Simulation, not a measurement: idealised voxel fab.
This is a process module. Its name is voxel capacitor over wiring.
The cross-section on display is named cut; it measures 295 nm wide, and its cells are 5 nm squares.
Cross-section, as written here: a square-cell grid given band by band from the top down, where a band holds one or more rows of cells.
A band entry consists of two parts. The first gives the height of the band's top and the height of its bottom, in nm. The rest lists the band's materials from left to right, each with its width in nm. A single material labelled with the word "all across" fills the band from edge to edge, and the word "blank" marks empty space.
Height reference: 0 = level under which incoming wafer is all one material. Lowest band: no bottom, runs on downward, e.g. "0..down".
When a width is written as two numbers, as in "30..40", the first number is the width in the top row of cells of the band and the second is the width in its bottom row, and the width changes by the same amount from each row to the next.
Any step labelled "left unchanged" changed none of the cells in the cross-section.
In "Enclosed void inventory" the enclosed voids are listed, meaning empty spaces of 8 cells or larger without any opening to the top. The form is width x height at distance, distance from the left edge, units nm.
If you see something after the settings on a step's line, that's the simulator's own remark about that step.
A step line may carry the setting "overlay nm", which, for steps involving a mask, states the distance by which the mask lay to the right of its intended position; negative values denote displacement to the left.
Note on reading: below, each pair holds a cross-section from before one process step and one from after it; the one from after shows only down to the lowest band that changed. Beneath the pair, the step in between is stated along with its settings. The pairs can stem from different runs of this module on the same starting wafer. Where a pair's entry headed "Structure before processing" says so, and only there, that pair continues from the pair above it.

STRUCTURE BEFORE PROCESSING
- 0..down  Si all across
- Enclosed void inventory: none

AFTER
- 15..0  SiO2 all across
- Rest of section, below 0: as before.
- Enclosed void inventory: none
The process step bridging the two cross-sections above: CONFORMAL_DEP, material SiO2, thk nm 15

Structure before processing: the state before this step is the cross-section shown after the step in the pair just above.

AFTER
- 20..15  TiN all across
- Rest of section, below 15: as before.
- Enclosed void inventory: none
The process step bridging the two cross-sections above: DIRECTIONAL_DEP, material TiN, thk nm 5

Structure before processing: the state before this step is the cross-section shown after the step in the pair just above.

AFTER
- 35..20  W all across
- Rest of section, below 20: as before.
- Enclosed void inventory: none
The process step bridging the two cross-sections above: DIRECTIONAL_DEP, material W, thk nm 15

Structure before processing: the state before this step is the cross-section shown after the step in the pair just above.

AFTER
- 50..35  blank: 85 | resist: 25 | blank: 70 | resist: 25 | blank: 90
- Rest of section, below 35: as before.
- Enclosed void inventory: none
The process step bridging the two cross-sections above: PATTERN, tone cover, mask id METAL_1, material resist, width nm 25, pitch nm 95, thk nm 15, overlay nm 0

Structure before processing: the state before this step is the cross-section shown after the step in the pair just above.

AFTER
- 50..35  blank: 85 | resist: 25 | blank: 70 | resist: 25 | blank: 90
- 35..20  blank: 85 | W: 25 | blank: 70 | W: 25 | blank: 90
- Rest of section, below 20: as before.
- Enclosed void inventory: none
The process step bridging the two cross-sections above: DIRECTIONAL_ETCH, etch materials W, depth nm 15

Structure before processing: the state before this step is the cross-section shown after the step in the pair just above.

AFTER
- 50..35  blank: 85 | resist: 25 | blank: 70 | resist: 25 | blank: 90
- 35..20  blank: 85 | W: 25 | blank: 70 | W: 25 | blank: 90
- 20..15  blank: 85 | TiN: 25 | blank: 70 | TiN: 25 | blank: 90
- Rest of section, below 15: as before.
- Enclosed void inventory: none
The process step bridging the two cross-sections above: DIRECTIONAL_ETCH, etch materials TiN, depth nm 5

Structure before processing: the state before this step is the cross-section shown after the step in the pair just above.

AFTER
- 35..20  blank: 85 | W: 25 | blank: 70 | W: 25 | blank: 90
- Rest of section, below 20: as before.
- Enclosed void inventory: none
The process step bridging the two cross-sections above: STRIP, etch materials resist

Structure before processing: the state before this step is the cross-section shown after the step in the pair just above.

AFTER
- 40..35  blank: 80 | SiCN: 35 | blank: 60 | SiCN: 35 | blank: 85
- 35..20  blank: 80 | SiCN: 5 | W: 25 | SiCN: 5 | blank: 60 | SiCN: 5 | W: 25 | SiCN: 5 | blank: 85
- 20..15  SiCN: 85 | TiN: 25 | SiCN: 70 | TiN: 25 | SiCN: 90
- Rest of section, below 15: as before.
- Enclosed void inventory: none
The process step bridging the two cross-sections above: CONFORMAL_DEP, material SiCN, thk nm 5

Structure before processing: the state before this step is the cross-section shown after the step in the pair just above.

AFTER
- 45..40  SiO2 all across
- 40..35  SiO2: 80 | SiCN: 35 | SiO2: 60 | SiCN: 35 | SiO2: 85
- 35..20  SiO2: 80 | SiCN: 5 | W: 25 | SiCN: 5 | SiO2: 60 | SiCN: 5 | W: 25 | SiCN: 5 | SiO2: 85
- Rest of section, below 20: as before.
- Enclosed void inventory: none
The process step bridging the two cross-sections above: FILL_DEP, material SiO2, thk nm 5

Structure before processing: the state before this step is the cross-section shown after the step in the pair just above.

AFTER
- 35..20  SiO2: 80 | SiCN: 5 | W: 25 | SiCN: 5 | SiO2: 60 | SiCN: 5 | W: 25 | SiCN: 5 | SiO2: 85
- Rest of section, below 20: as before.
- Enclosed void inventory: none
The process step bridging the two cross-sections above: CMP, height nm 35

Structure before processing: the state before this step is the cross-section shown after the step in the pair just above.

AFTER
- 40..35  SiCN all across
- Rest of section, below 35: as before.
- Enclosed void inventory: none
The process step bridging the two cross-sections above: CONFORMAL_DEP, material SiCN, thk nm 5

Structure before processing: the state before this step is the cross-section shown after the step in the pair just above.

AFTER
- 55..40  lowk all across
- Rest of section, below 40: as before.
- Enclosed void inventory: none
The process step bridging the two cross-sections above: DIRECTIONAL_DEP, material lowk, thk nm 15

Structure before processing: the state before this step is the cross-section shown after the step in the pair just above.

AFTER
- 55..40  lowk: 95 | blank: 15 | lowk: 185
- Rest of section, below 40: as before.
- Enclosed void inventory: none
The process step bridging the two cross-sections above: MASKED_ETCH, tone open, mask id PLUG_1, width nm 15, etch materials lowk, depth nm 15, overlay nm 0

Structure before processing: the state before this step is the cross-section shown after the step in the pair just above.

AFTER
- 55..40  lowk: 95 | blank: 15 | lowk: 185
- 40..35  SiCN: 95 | blank: 15 | SiCN: 185
- Rest of section, below 35: as before.
- Enclosed void inventory: none
The process step bridging the two cross-sections above: MASKED_ETCH, tone open, mask id PLUG_1, width nm 15, etch materials SiCN, depth nm 5, overlay nm 0

Structure before processing: the state before this step is the cross-section shown after the step in the pair just above.

AFTER
- 60..55  TiN: 100 | blank: 5 | TiN: 190
- 55..40  lowk: 95 | TiN: 5 | blank: 5 | TiN: 5 | lowk: 185
- 40..35  SiCN: 95 | TiN: 15 | SiCN: 185
- Rest of section, below 35: as before.
- Enclosed void inventory: none
The process step bridging the two cross-sections above: CONFORMAL_DEP, material TiN, thk nm 5

Structure before processing: the state before this step is the cross-section shown after the step in the pair just above.

AFTER
- 65..60  Ru all across
- 60..55  TiN: 100 | Ru: 5 | TiN: 190
- 55..40  lowk: 95 | TiN: 5 | Ru: 5 | TiN: 5 | lowk: 185
- Rest of section, below 40: as before.
- Enclosed void inventory: none
The process step bridging the two cross-sections above: FILL_DEP, material Ru, thk nm 5

Structure before processing: the state before this step is the cross-section shown after the step in the pair just above.

AFTER
- 55..40  lowk: 95 | TiN: 5 | Ru: 5 | TiN: 5 | lowk: 185
- Rest of section, below 40: as before.
- Enclosed void inventory: none
The process step bridging the two cross-sections above: CMP, height nm 55

Structure before processing: the state before this step is the cross-section shown after the step in the pair just above.

AFTER
- 60..55  TiN all across
- Rest of section, below 55: as before.
- Enclosed void inventory: none
The process step bridging the two cross-sections above: DIRECTIONAL_DEP, material TiN, thk nm 5

Structure before processing: the state before this step is the cross-section shown after the step in the pair just above.

AFTER
- 65..60  Al2O3 all across
- Rest of section, below 60: as before.
- Enclosed void inventory: none
The process step bridging the two cross-sections above: DIRECTIONAL_DEP, material Al2O3, thk nm 5

Structure before processing: the state before this step is the cross-section shown after the step in the pair just above.

AFTER
- 70..65  TiN all across
- Rest of section, below 65: as before.
- Enclosed void inventory: none
The process step bridging the two cross-sections above: DIRECTIONAL_DEP, material TiN, thk nm 5

Structure before processing: the state before this step is the cross-section shown after the step in the pair just above.

AFTER
- 85..70  aC all across
- Rest of section, below 70: as before.
- Enclosed void inventory: none
The process step bridging the two cross-sections above: DIRECTIONAL_DEP, material aC, thk nm 15

Structure before processing: the state before this step is the cross-section shown after the step in the pair just above.

AFTER
- 120..85  blank: 95 | resist: 75 | blank: 125
- Rest of section, below 85: as before.
- Enclosed void inventory: none
The process step bridging the two cross-sections above: PATTERN, tone cover, mask id UPPER_PLATE, material resist, width nm 75, thk nm 35, overlay nm 0

Structure before processing: the state before this step is the cross-section shown after the step in the pair just above.

AFTER
- 105..85  blank: 95 | resist: 75 | blank: 125
- 85..70  blank: 95 | aC: 75 | blank: 125
- Rest of section, below 70: as before.
- Enclosed void inventory: none
The process step bridging the two cross-sections above: DIRECTIONAL_ETCH, etch materials aC, depth nm 15

Structure before processing: the state before this step is the cross-section shown after the step in the pair just above.

AFTER
- 85..70  blank: 95 | aC: 75 | blank: 125
- Rest of section, below 70: as before.
- Enclosed void inventory: none
The process step bridging the two cross-sections above: STRIP, etch materials resist

Structure before processing: the state before this step is the cross-section shown after the step in the pair just above.

AFTER
- 85..70  blank: 95 | aC: 75 | blank: 125
- 70..65  blank: 95 | TiN: 75 | blank: 125
- Rest of section, below 65: as before.
- Enclosed void inventory: none
The process step bridging the two cross-sections above: DIRECTIONAL_ETCH, etch materials TiN, depth nm 5

Structure before processing: the state before this step is the cross-section shown after the step in the pair just above.

AFTER
- 85..70  blank: 95 | aC: 75 | blank: 125
- 70..65  blank: 95 | TiN: 75 | blank: 125
- 65..60  blank: 95 | Al2O3: 75 | blank: 125
- Rest of section, below 60: as before.
- Enclosed void inventory: none
The process step bridging the two cross-sections above: DIRECTIONAL_ETCH, etch materials Al2O3, depth nm 5

Structure before processing: the state before this step is the cross-section shown after the step in the pair just above.

AFTER
- 70..65  blank: 95 | TiN: 75 | blank: 125
- Rest of section, below 65: as before.
- Enclosed void inventory: none
The process step bridging the two cross-sections above: STRIP, etch materials aC

Structure before processing: the state before this step is the cross-section shown after the step in the pair just above.

AFTER
- 80..70  blank: 95 | aC: 75 | blank: 125
- 70..65  aC: 95 | TiN: 75 | aC: 125
- 65..60  aC: 95 | Al2O3: 75 | aC: 125
- Rest of section, below 60: as before.
- Enclosed void inventory: none
The process step bridging the two cross-sections above: DIRECTIONAL_DEP, material aC, thk nm 10

Structure before processing: the state before this step is the cross-section shown after the step in the pair just above.

AFTER
- 105..80  blank: 90 | resist: 85 | blank: 120
- 80..70  blank: 90 | resist: 5 | aC: 75 | resist: 5 | blank: 120
- Rest of section, below 70: as before.
- Enclosed void inventory: none
The process step bridging the two cross-sections above: PATTERN, tone cover, mask id LOWER_PLATE, material resist, width nm 85, thk nm 25, overlay nm 0

Structure before processing: the state before this step is the cross-section shown after the step in the pair just above.

AFTER
- 95..80  blank: 90 | resist: 85 | blank: 120
- 80..70  blank: 90 | resist: 5 | aC: 75 | resist: 5 | blank: 120
- 70..65  blank: 90 | aC: 5 | TiN: 75 | aC: 5 | blank: 120
- 65..60  blank: 90 | aC: 5 | Al2O3: 75 | aC: 5 | blank: 120
- Rest of section, below 60: as before.
- Enclosed void inventory: none
The process step bridging the two cross-sections above: DIRECTIONAL_ETCH, etch materials aC, depth nm 10

Structure before processing: the state before this step is the cross-section shown after the step in the pair just above.

AFTER
- 80..70  blank: 95 | aC: 75 | blank: 125
- Rest of section, below 70: as before.
- Enclosed void inventory: none
The process step bridging the two cross-sections above: STRIP, etch materials resist

Structure before processing: the state before this step is the cross-section shown after the step in the pair just above.

AFTER
- 80..70  blank: 95 | aC: 75 | blank: 125
- 70..65  blank: 90 | aC: 5 | TiN: 75 | aC: 5 | blank: 120
- 65..60  blank: 90 | aC: 5 | Al2O3: 75 | aC: 5 | blank: 120
- 60..55  blank: 90 | TiN: 85 | blank: 120
- Rest of section, below 55: as before.
- Enclosed void inventory: none
The process step bridging the two cross-sections above: DIRECTIONAL_ETCH, etch materials TiN, depth nm 5

Structure before processing: the state before this step is the cross-section shown after the step in the pair just above.

AFTER
- 70..65  blank: 95 | TiN: 75 | blank: 125
- 65..60  blank: 95 | Al2O3: 75 | blank: 125
- Rest of section, below 60: as before.
- Enclosed void inventory: none
The process step bridging the two cross-sections above: STRIP, etch materials aC

Structure before processing: the state before this step is the cross-section shown after the step in the pair just above.

AFTER
- 90..70  SiO2 all across
- 70..65  SiO2: 95 | TiN: 75 | SiO2: 125
- 65..60  SiO2: 95 | Al2O3: 75 | SiO2: 125
- 60..55  SiO2: 90 | TiN: 85 | SiO2: 120
- Rest of section, below 55: as before.
- Enclosed void inventory: none
The process step bridging the two cross-sections above: FILL_DEP, material SiO2, thk nm 20

Structure before processing: the state before this step is the cross-section shown after the step in the pair just above.

AFTER
- 85..70  SiO2 all across
- Rest of section, below 70: as before.
- Enclosed void inventory: none
The process step bridging the two cross-sections above: CMP, height nm 85

Structure before processing: the state before this step is the cross-section shown after the step in the pair just above.

AFTER
- 105..85  resist: 105 | blank: 15 | resist: 175
- Rest of section, below 85: as before.
- Enclosed void inventory: none
The process step bridging the two cross-sections above: PATTERN, tone open, mask id PLUG_2, material resist, width nm 15, thk nm 20, overlay nm 0

Structure before processing: the state before this step is the cross-section shown after the step in the pair just above.

AFTER
- 105..85  resist: 105 | blank: 15 | resist: 175
- 85..70  SiO2: 105 | blank: 15 | SiO2: 175
- Rest of section, below 70: as before.
- Enclosed void inventory: none
The process step bridging the two cross-sections above: DIRECTIONAL_ETCH, etch materials SiO2, depth nm 15

Structure before processing: the state before this step is the cross-section shown after the step in the pair just above.

AFTER
- 85..70  SiO2: 105 | blank: 15 | SiO2: 175
- Rest of section, below 70: as before.
- Enclosed void inventory: none
The process step bridging the two cross-sections above: STRIP, etch materials resist

Structure before processing: the state before this step is the cross-section shown after the step in the pair just above.

AFTER
- 90..85  TiN: 110 | blank: 5 | TiN: 180
- 85..75  SiO2: 105 | TiN: 5 | blank: 5 | TiN: 5 | SiO2: 175
- 75..65  SiO2: 105..95 | TiN: 15..75 | SiO2: 175..125
- Rest of section, below 65: as before.
- Enclosed void inventory: none
The process step bridging the two cross-sections above: CONFORMAL_DEP, material TiN, thk nm 5

Structure before processing: the state before this step is the cross-section shown after the step in the pair just above.

AFTER
- 95..90  W all across
- 90..85  TiN: 110 | W: 5 | TiN: 180
- 85..75  SiO2: 105 | TiN: 5 | W: 5 | TiN: 5 | SiO2: 175
- Rest of section, below 75: as before.
- Enclosed void inventory: none
The process step bridging the two cross-sections above: FILL_DEP, material W, thk nm 5

Structure before processing: the state before this step is the cross-section shown after the step in the pair just above.

AFTER
- 85..75  SiO2: 105 | TiN: 5 | W: 5 | TiN: 5 | SiO2: 175
- Rest of section, below 75: as before.
- Enclosed void inventory: none
The process step bridging the two cross-sections above: CMP, height nm 85

Structure before processing: the state before this step is the cross-section shown after the step in the pair just above.

AFTER
- 90..85  SiN all across
- Rest of section, below 85: as before.
- Enclosed void inventory: none
The process step bridging the two cross-sections above: CONFORMAL_DEP, material SiN, thk nm 5

STRUCTURE BEFORE PROCESSING
- 65..60  Al2O3 all across
- 60..55  TiN all across
- 55..40  lowk: 95 | TiN: 5 | Ru: 5 | TiN: 5 | lowk: 185
- 40..35  SiCN: 95 | TiN: 15 | SiCN: 185
- 35..20  SiO2: 80 | SiCN: 5 | W: 25 | SiCN: 5 | SiO2: 60 | SiCN: 5 | W: 25 | SiCN: 5 | SiO2: 85
- 20..15  SiCN: 85 | TiN: 25 | SiCN: 70 | TiN: 25 | SiCN: 90
- 15..0  SiO2 all across
- 0..down  Si all across
- Enclosed void inventory: none

AFTER
- 80..65  aC all across
- Rest of section, below 65: as before.
- Enclosed void inventory: none
The process step bridging the two cross-sections above: DIRECTIONAL_DEP, material aC, thk nm 15

Structure before processing: the state before this step is the cross-section shown after the step in the pair just above.

AFTER
- 115..80  blank: 95 | resist: 75 | blank: 125
- Rest of section, below 80: as before.
- Enclosed void inventory: none
The process step bridging the two cross-sections above: PATTERN, tone cover, mask id UPPER_PLATE, material resist, width nm 75, thk nm 35, overlay nm 0

Structure before processing: the state before this step is the cross-section shown after the step in the pair just above.

AFTER
- 100..80  blank: 95 | resist: 75 | blank: 125
- 80..65  blank: 95 | aC: 75 | blank: 125
- Rest of section, below 65: as before.
- Enclosed void inventory: none
The process step bridging the two cross-sections above: DIRECTIONAL_ETCH, etch materials aC, depth nm 15

Structure before processing: the state before this step is the cross-section shown after the step in the pair just above.

AFTER
- 80..65  blank: 95 | aC: 75 | blank: 125
- Rest of section, below 65: as before.
- Enclosed void inventory: none
The process step bridging the two cross-sections above: STRIP, etch materials resist

Structure before processing: the state before this step is the cross-section shown after the step in the pair just above.

AFTER
- 80..65  blank: 95 | aC: 75 | blank: 125
- 65..60  blank: 95 | Al2O3: 75 | blank: 125
- Rest of section, below 60: as before.
- Enclosed void inventory: none
The process step bridging the two cross-sections above: DIRECTIONAL_ETCH, etch materials Al2O3, depth nm 5

Structure before processing: the state before this step is the cross-section shown after the step in the pair just above.

AFTER
- 65..60  blank: 95 | Al2O3: 75 | blank: 125
- Rest of section, below 60: as before.
- Enclosed void inventory: none
The process step bridging the two cross-sections above: STRIP, etch materials aC

Structure before processing: the state before this step is the cross-section shown after the step in the pair just above.

AFTER
- 75..70  blank: 95 | aC: 75 | blank: 125
- 70..65  aC all across
- 65..60  aC: 95 | Al2O3: 75 | aC: 125
- Rest of section, below 60: as before.
- Enclosed void inventory: none
The process step bridging the two cross-sections above: DIRECTIONAL_DEP, material aC, thk nm 10

Structure before processing: the state before this step is the cross-section shown after the step in the pair just above.

AFTER
- 100..75  blank: 90 | resist: 85 | blank: 120
- 75..70  blank: 90 | resist: 5 | aC: 75 | resist: 5 | blank: 120
- Rest of section, below 70: as before.
- Enclosed void inventory: none
The process step bridging the two cross-sections above: PATTERN, tone cover, mask id LOWER_PLATE, material resist, width nm 85, thk nm 25, overlay nm 0

Structure before processing: the state before this step is the cross-section shown after the step in the pair just above.

AFTER
- 90..75  blank: 90 | resist: 85 | blank: 120
- 75..70  blank: 90 | resist: 5 | aC: 75 | resist: 5 | blank: 120
- 70..65  blank: 90 | aC: 85 | blank: 120
- 65..60  blank: 90 | aC: 5 | Al2O3: 75 | aC: 5 | blank: 120
- Rest of section, below 60: as before.
- Enclosed void inventory: none
The process step bridging the two cross-sections above: DIRECTIONAL_ETCH, etch materials aC, depth nm 10

Structure before processing: the state before this step is the cross-section shown after the step in the pair just above.

AFTER
- 75..65  blank: 95..90 | aC: 75..85 | blank: 125..120
- Rest of section, below 65: as before.
- Enclosed void inventory: none
The process step bridging the two cross-sections above: STRIP, etch materials resist

Structure before processing: the state before this step is the cross-section shown after the step in the pair just above.

AFTER
- 75..65  blank: 95..90 | aC: 75..85 | blank: 125..120
- 65..60  blank: 90 | aC: 5 | Al2O3: 75 | aC: 5 | blank: 120
- 60..55  blank: 90 | TiN: 85 | blank: 120
- Rest of section, below 55: as before.
- Enclosed void inventory: none
The process step bridging the two cross-sections above: DIRECTIONAL_ETCH, etch materials TiN, depth nm 5

Structure before processing: the state before this step is the cross-section shown after the step in the pair just above.

AFTER
- 65..60  blank: 95 | Al2O3: 75 | blank: 125
- Rest of section, below 60: as before.
- Enclosed void inventory: none
The process step bridging the two cross-sections above: STRIP, etch materials aC

Structure before processing: the state before this step is the cross-section shown after the step in the pair just above.

AFTER
- 85..65  SiO2 all across
- 65..60  SiO2: 95 | Al2O3: 75 | SiO2: 125
- 60..55  SiO2: 90 | TiN: 85 | SiO2: 120
- Rest of section, below 55: as before.
- Enclosed void inventory: none
The process step bridging the two cross-sections above: FILL_DEP, material SiO2, thk nm 20

Structure before processing: the state before this step is the cross-section shown after the step in the pair just above.

AFTER
- 105..85  resist: 105 | blank: 15 | resist: 175
- Rest of section, below 85: as before.
- Enclosed void inventory: none
The process step bridging the two cross-sections above: PATTERN, tone open, mask id PLUG_2, material resist, width nm 15, thk nm 20, overlay nm 0

Structure before processing: the state before this step is the cross-section shown after the step in the pair just above.

AFTER
- 105..85  resist: 105 | blank: 15 | resist: 175
- 85..70  SiO2: 105 | blank: 15 | SiO2: 175
- Rest of section, below 70: as before.
- Enclosed void inventory: none
The process step bridging the two cross-sections above: DIRECTIONAL_ETCH, etch materials SiO2, depth nm 15

Structure before processing: the state before this step is the cross-section shown after the step in the pair just above.

AFTER
- 85..70  SiO2: 105 | blank: 15 | SiO2: 175
- Rest of section, below 70: as before.
- Enclosed void inventory: none
The process step bridging the two cross-sections above: STRIP, etch materials resist

Structure before processing: the state before this step is the cross-section shown after the step in the pair just above.

AFTER
- 90..85  TiN: 110 | blank: 5 | TiN: 180
- 85..75  SiO2: 105 | TiN: 5 | blank: 5 | TiN: 5 | SiO2: 175
- 75..70  SiO2: 105 | TiN: 15 | SiO2: 175
- Rest of section, below 70: as before.
- Enclosed void inventory: none
The process step bridging the two cross-sections above: CONFORMAL_DEP, material TiN, thk nm 5

Structure before processing: the state before this step is the cross-section shown after the step in the pair just above.

AFTER
- 95..90  W all across
- 90..85  TiN: 110 | W: 5 | TiN: 180
- 85..75  SiO2: 105 | TiN: 5 | W: 5 | TiN: 5 | SiO2: 175
- Rest of section, below 75: as before.
- Enclosed void inventory: none
The process step bridging the two cross-sections above: FILL_DEP, material W, thk nm 5

Structure before processing: the state before this step is the cross-section shown after the step in the pair just above.

AFTER
- 85..75  SiO2: 105 | TiN: 5 | W: 5 | TiN: 5 | SiO2: 175
- Rest of section, below 75: as before.
- Enclosed void inventory: none
The process step bridging the two cross-sections above: CMP, height nm 85

Structure before processing: the state before this step is the cross-section shown after the step in the pair just above.

AFTER
- 90..85  SiN all across
- Rest of section, below 85: as before.
- Enclosed void inventory: none
The process step bridging the two cross-sections above: CONFORMAL_DEP, material SiN, thk nm 5

STRUCTURE BEFORE PROCESSING
- 15..0  SiO2 all across
- 0..down  Si all across
- Enclosed void inventory: none

AFTER
- 30..0  SiO2 all across
- Rest of section, below 0: as before.
- Enclosed void inventory: none
The process step bridging the two cross-sections above: CONFORMAL_DEP, material SiO2, thk nm 15

Structure before processing: the state before this step is the cross-section shown after the step in the pair just above.

AFTER
- 35..30  TiN all across
- Rest of section, below 30: as before.
- Enclosed void inventory: none
The process step bridging the two cross-sections above: DIRECTIONAL_DEP, material TiN, thk nm 5

Structure before processing: the state before this step is the cross-section shown after the step in the pair just above.

AFTER
- 50..35  W all across
- Rest of section, below 35: as before.
- Enclosed void inventory: none
The process step bridging the two cross-sections above: DIRECTIONAL_DEP, material W, thk nm 15

Structure before processing: the state before this step is the cross-section shown after the step in the pair just above.

AFTER
- 65..50  blank: 85 | resist: 25 | blank: 70 | resist: 25 | blank: 90
- Rest of section, below 50: as before.
- Enclosed void inventory: none
The process step bridging the two cross-sections above: PATTERN, tone cover, mask id METAL_1, material resist, width nm 25, pitch nm 95, thk nm 15, overlay nm 0

Structure before processing: the state before this step is the cross-section shown after the step in the pair just above.

AFTER
- 65..50  blank: 85 | resist: 25 | blank: 70 | resist: 25 | blank: 90
- 50..35  blank: 85 | W: 25 | blank: 70 | W: 25 | blank: 90
- Rest of section, below 35: as before.
- Enclosed void inventory: none
The process step bridging the two cross-sections above: DIRECTIONAL_ETCH, etch materials W, depth nm 15

Structure before processing: the state before this step is the cross-section shown after the step in the pair just above.

AFTER
- 65..50  blank: 85 | resist: 25 | blank: 70 | resist: 25 | blank: 90
- 50..35  blank: 85 | W: 25 | blank: 70 | W: 25 | blank: 90
- 35..30  blank: 85 | TiN: 25 | blank: 70 | TiN: 25 | blank: 90
- Rest of section, below 30: as before.
- Enclosed void inventory: none
The process step bridging the two cross-sections above: DIRECTIONAL_ETCH, etch materials TiN, depth nm 5

Structure before processing: the state before this step is the cross-section shown after the step in the pair just above.

AFTER
- 50..35  blank: 85 | W: 25 | blank: 70 | W: 25 | blank: 90
- Rest of section, below 35: as before.
- Enclosed void inventory: none
The process step bridging the two cross-sections above: STRIP, etch materials resist

Structure before processing: the state before this step is the cross-section shown after the step in the pair just above.

AFTER
- 55..50  blank: 80 | SiCN: 35 | blank: 60 | SiCN: 35 | blank: 85
- 50..35  blank: 80 | SiCN: 5 | W: 25 | SiCN: 5 | blank: 60 | SiCN: 5 | W: 25 | SiCN: 5 | blank: 85
- 35..30  SiCN: 85 | TiN: 25 | SiCN: 70 | TiN: 25 | SiCN: 90
- Rest of section, below 30: as before.
- Enclosed void inventory: none
The process step bridging the two cross-sections above: CONFORMAL_DEP, material SiCN, thk nm 5

Structure before processing: the state before this step is the cross-section shown after the step in the pair just above.

AFTER
- 60..55  SiO2 all across
- 55..50  SiO2: 80 | SiCN: 35 | SiO2: 60 | SiCN: 35 | SiO2: 85
- 50..35  SiO2: 80 | SiCN: 5 | W: 25 | SiCN: 5 | SiO2: 60 | SiCN: 5 | W: 25 | SiCN: 5 | SiO2: 85
- Rest of section, below 35: as before.
- Enclosed void inventory: none
The process step bridging the two cross-sections above: FILL_DEP, material SiO2, thk nm 5

Structure before processing: the state before this step is the cross-section shown after the step in the pair just above.

AFTER
- 35..30  SiCN: 85 | TiN: 25 | SiCN: 70 | TiN: 25 | SiCN: 90
- Rest of section, below 30: as before.
- Enclosed void inventory: none
The process step bridging the two cross-sections above: CMP, height nm 35

Structure before processing: the state before this step is the cross-section shown after the step in the pair just above.

AFTER
- 40..35  SiCN all across
- Rest of section, below 35: as before.
- Enclosed void inventory: none
The process step bridging the two cross-sections above: CONFORMAL_DEP, material SiCN, thk nm 5

Structure before processing: the state before this step is the cross-section shown after the step in the pair just above.

AFTER
- 55..40  lowk all across
- Rest of section, below 40: as before.
- Enclosed void inventory: none
The process step bridging the two cross-sections above: DIRECTIONAL_DEP, material lowk, thk nm 15

Structure before processing: the state before this step is the cross-section shown after the step in the pair just above.

AFTER
- 55..40  lowk: 95 | blank: 15 | lowk: 185
- Rest of section, below 40: as before.
- Enclosed void inventory: none
The process step bridging the two cross-sections above: MASKED_ETCH, tone open, mask id PLUG_1, width nm 15, etch materials lowk, depth nm 15, overlay nm 0

Structure before processing: the state before this step is the cross-section shown after the step in the pair just above.

AFTER
- 55..40  lowk: 95 | blank: 15 | lowk: 185
- 40..35  SiCN: 95 | blank: 15 | SiCN: 185
- Rest of section, below 35: as before.
- Enclosed void inventory: none
The process step bridging the two cross-sections above: MASKED_ETCH, tone open, mask id PLUG_1, width nm 15, etch materials SiCN, depth nm 5, overlay nm 0

Structure before processing: the state before this step is the cross-section shown after the step in the pair just above.

AFTER
- 60..55  TiN: 100 | blank: 5 | TiN: 190
- 55..40  lowk: 95 | TiN: 5 | blank: 5 | TiN: 5 | lowk: 185
- 40..35  SiCN: 95 | TiN: 15 | SiCN: 185
- Rest of section, below 35: as before.
- Enclosed void inventory: none
The process step bridging the two cross-sections above: CONFORMAL_DEP, material TiN, thk nm 5

Structure before processing: the state before this step is the cross-section shown after the step in the pair just above.

AFTER
- 65..60  Ru all across
- 60..55  TiN: 100 | Ru: 5 | TiN: 190
- 55..40  lowk: 95 | TiN: 5 | Ru: 5 | TiN: 5 | lowk: 185
- Rest of section, below 40: as before.
- Enclosed void inventory: none
The process step bridging the two cross-sections above: FILL_DEP, material Ru, thk nm 5

Structure before processing: the state before this step is the cross-section shown after the step in the pair just above.

AFTER
- 55..40  lowk: 95 | TiN: 5 | Ru: 5 | TiN: 5 | lowk: 185
- Rest of section, below 40: as before.
- Enclosed void inventory: none
The process step bridging the two cross-sections above: CMP, height nm 55

Structure before processing: the state before this step is the cross-section shown after the step in the pair just above.

AFTER
- 60..55  TiN all across
- Rest of section, below 55: as before.
- Enclosed void inventory: none
The process step bridging the two cross-sections above: DIRECTIONAL_DEP, material TiN, thk nm 5

Structure before processing: the state before this step is the cross-section shown after the step in the pair just above.

AFTER
- 65..60  Al2O3 all across
- Rest of section, below 60: as before.
- Enclosed void inventory: none
The process step bridging the two cross-sections above: DIRECTIONAL_DEP, material Al2O3, thk nm 5

Structure before processing: the state before this step is the cross-section shown after the step in the pair just above.

AFTER
- 70..65  TiN all across
- Rest of section, below 65: as before.
- Enclosed void inventory: none
The process step bridging the two cross-sections above: DIRECTIONAL_DEP, material TiN, thk nm 5

Structure before processing: the state before this step is the cross-section shown after the step in the pair just above.

AFTER
- 85..70  aC all across
- Rest of section, below 70: as before.
- Enclosed void inventory: none
The process step bridging the two cross-sections above: DIRECTIONAL_DEP, material aC, thk nm 15

Structure before processing: the state before this step is the cross-section shown after the step in the pair just above.

AFTER
- 120..85  blank: 95 | resist: 75 | blank: 125
- Rest of section, below 85: as before.
- Enclosed void inventory: none
The process step bridging the two cross-sections above: PATTERN, tone cover, mask id UPPER_PLATE, material resist, width nm 75, thk nm 35, overlay nm 0

Structure before processing: the state before this step is the cross-section shown after the step in the pair just above.

AFTER
- 105..85  blank: 95 | resist: 75 | blank: 125
- 85..70  blank: 95 | aC: 75 | blank: 125
- Rest of section, below 70: as before.
- Enclosed void inventory: none
The process step bridging the two cross-sections above: DIRECTIONAL_ETCH, etch materials aC, depth nm 15

Structure before processing: the state before this step is the cross-section shown after the step in the pair just above.

AFTER
- 85..70  blank: 95 | aC: 75 | blank: 125
- Rest of section, below 70: as before.
- Enclosed void inventory: none
The process step bridging the two cross-sections above: STRIP, etch materials resist

Structure before processing: the state before this step is the cross-section shown after the step in the pair just above.

AFTER
- 85..70  blank: 95 | aC: 75 | blank: 125
- 70..65  blank: 95 | TiN: 75 | blank: 125
- Rest of section, below 65: as before.
- Enclosed void inventory: none
The process step bridging the two cross-sections above: DIRECTIONAL_ETCH, etch materials TiN, depth nm 5

Structure before processing: the state before this step is the cross-section shown after the step in the pair just above.

AFTER
- 85..70  blank: 95 | aC: 75 | blank: 125
- 70..65  blank: 95 | TiN: 75 | blank: 125
- 65..60  blank: 95 | Al2O3: 75 | blank: 125
- Rest of section, below 60: as before.
- Enclosed void inventory: none
The process step bridging the two cross-sections above: DIRECTIONAL_ETCH, etch materials Al2O3, depth nm 5

Structure before processing: the state before this step is the cross-section shown after the step in the pair just above.

AFTER
- 70..65  blank: 95 | TiN: 75 | blank: 125
- Rest of section, below 65: as before.
- Enclosed void inventory: none
The process step bridging the two cross-sections above: STRIP, etch materials aC
